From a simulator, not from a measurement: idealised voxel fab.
Presented below is a process module, voxel released beams.
FYI the section here is cut, 270 nm wide, cells are 5 nm squares.
Bands, listed from the top down, are how a cross-section gets written in this document; the cross-section itself is a grid of square cells, and a band is one or more rows of them. Each band's line starts with the height of the band's top and of its bottom, in nm. Then come its materials from left to right, each with its width in nm. One material with "everywhere" fills the band from edge to edge. "air" is empty space. It should be noted that heights are counted from 0, beneath which the wafer as supplied is of one material throughout, and that the lowest band possesses no lower boundary but continues downward, as written in "from 0 down". Width: "30->40" (first number = top row, second number = bottom row, same change from row to row of cells). "identical to before" for a step: no cell of the cross-section changed in that step. Closed-off voids of 8+ cells (no open route to the top) go in "Closed void table", written width x height at distance from the left edge, in nm. Anything after a step's settings on that line? It's the simulator's own note about the step. "overlay nm" on a masked step: distance the mask lay right of its planned place, negative for left.
This section lists the process steps that were planned:
1. RECEIVE, material Si
2. CONFORMAL_DEP, material SiN, thk nm 10
3. DIRECTIONAL_DEP, material SiO2, thk nm 20
4. MASKED_ETCH, tone open, mask id ANCHOR, width nm 30, etch materials SiO2, depth nm 20, overlay nm 0
5. CONFORMAL_DEP, material polySi, thk nm 10
6. DIRECTIONAL_DEP, material aC, thk nm 10
7. PATTERN, tone cover, mask id BEAM, material resist, width nm 90, thk nm 25, overlay nm 0
8. DIRECTIONAL_ETCH, etch materials aC, depth nm 10
9. STRIP, etch materials resist
10. DIRECTIONAL_ETCH, etch materials polySi, depth nm 10
11. STRIP, etch materials aC
12. STRIP, etch materials SiO2
Concerning the first of two wafers, which was run in accordance with the plan:
Wafer cross-section on receipt, i.e. after step 1:
    from 0 down = Si everywhere
    Closed void table: none
Once step 2 is through, the wafer looks like this in cross-section:
    from 10 to 0 = SiN everywhere
    Everything under 0 stays put, no change at all.
Once step 3 is through, the wafer looks like this in cross-section:
    from 30 to 10 = SiO2 everywhere
    Everything under 10 stays put, no change at all.
Once step 4 is through, the wafer looks like this in cross-section:
    from 30 to 10 = SiO2 90; air 30; SiO2 150
    Everything under 10 stays put, no change at all.
Once step 5 is through, the wafer looks like this in cross-section:
    from 40 to 30 = polySi 100; air 10; polySi 160
    from 30 to 20 = SiO2 90; polySi 10; air 10; polySi 10; SiO2 150
    from 20 to 10 = SiO2 90; polySi 30; SiO2 150
    Everything under 10 stays put, no change at all.
Once step 6 is through, the wafer looks like this in cross-section:
    from 50 to 40 = aC 100; air 10; aC 160
    from 40 to 30 = polySi 100; air 10; polySi 160
    from 30 to 20 = SiO2 90; polySi 10; aC 10; polySi 10; SiO2 150
    Everything under 20 stays put, no change at all.
Once step 7 is through, the wafer looks like this in cross-section:
    from 75 to 50 = air 85; resist 90; air 95
    from 50 to 40 = aC 100; resist 10; aC 160
    from 40 to 30 = polySi 100; resist 10; polySi 160
    Everything under 30 stays put, no change at all.
Once step 8 is through, the wafer looks like this in cross-section:
    from 65 to 50 = air 85; resist 90; air 95
    from 50 to 40 = air 85; aC 15; resist 10; aC 65; air 95
    Everything under 40 stays put, no change at all.
Once step 9 is through, the wafer looks like this in cross-section:
    from 50 to 40 = air 85; aC 15; air 10; aC 65; air 95
    from 40 to 30 = polySi 100; air 10; polySi 160
    Everything under 30 stays put, no change at all.
Once step 10 is through, the wafer looks like this in cross-section:
    from 50 to 40 = air 85; aC 15; air 10; aC 65; air 95
    from 40 to 30 = air 85; polySi 15; air 10; polySi 65; air 95
    Everything under 30 stays put, no change at all.
Once step 11 is through, the wafer looks like this in cross-section:
    from 40 to 30 = air 85; polySi 15; air 10; polySi 65; air 95
    from 30 to 20 = SiO2 90; polySi 10; air 10; polySi 10; SiO2 150
    Everything under 20 stays put, no change at all.
Once step 12 is through, the wafer looks like this in cross-section:
    from 40 to 30 = air 85; polySi 15; air 10; polySi 65; air 95
    from 30 to 20 = air 90; polySi 10; air 10; polySi 10; air 150
    from 20 to 10 = air 90; polySi 30; air 150
    Everything under 10 stays put, no change at all.
Second wafer. Start and plan as for the first. One mistake made in running. Agrees with the first up to and including step 4:
The second wafer in cross-section, at the planned close of step 5:
    from 45 to 30 = polySi everywhere
    from 30 to 10 = SiO2 90; polySi 30; SiO2 150
    Everything under 10 stays put, no change at all.
The second wafer in cross-section, at the planned close of step 6:
    from 55 to 45 = aC everywhere
    Everything under 45 stays put, no change at all.
The second wafer in cross-section, at the planned close of step 7:
    from 80 to 55 = air 85; resist 90; air 95
    Everything under 55 stays put, no change at all.
The second wafer in cross-section, at the planned close of step 8:
    from 70 to 55 = air 85; resist 90; air 95
    from 55 to 45 = air 85; aC 90; air 95
    Everything under 45 stays put, no change at all.
The second wafer in cross-section, at the planned close of step 9:
    from 55 to 45 = air 85; aC 90; air 95
    Everything under 45 stays put, no change at all.
The second wafer in cross-section, at the planned close of step 10:
    from 55 to 45 = air 85; aC 90; air 95
    from 45 to 35 = air 85; polySi 90; air 95
    Everything under 35 stays put, no change at all.
The second wafer in cross-section, at the planned close of step 11:
    from 45 to 35 = air 85; polySi 90; air 95
    Everything under 35 stays put, no change at all.
The second wafer in cross-section, at the planned close of step 12: identical to before
Here's what went sideways: step 5 was not run as planned; what actually ran was CONFORMAL_DEP, material polySi, thk nm 15
Count the cells at the end and the second wafer has more or fewer of some materials than the first: SiO2 +192 | polySi +62
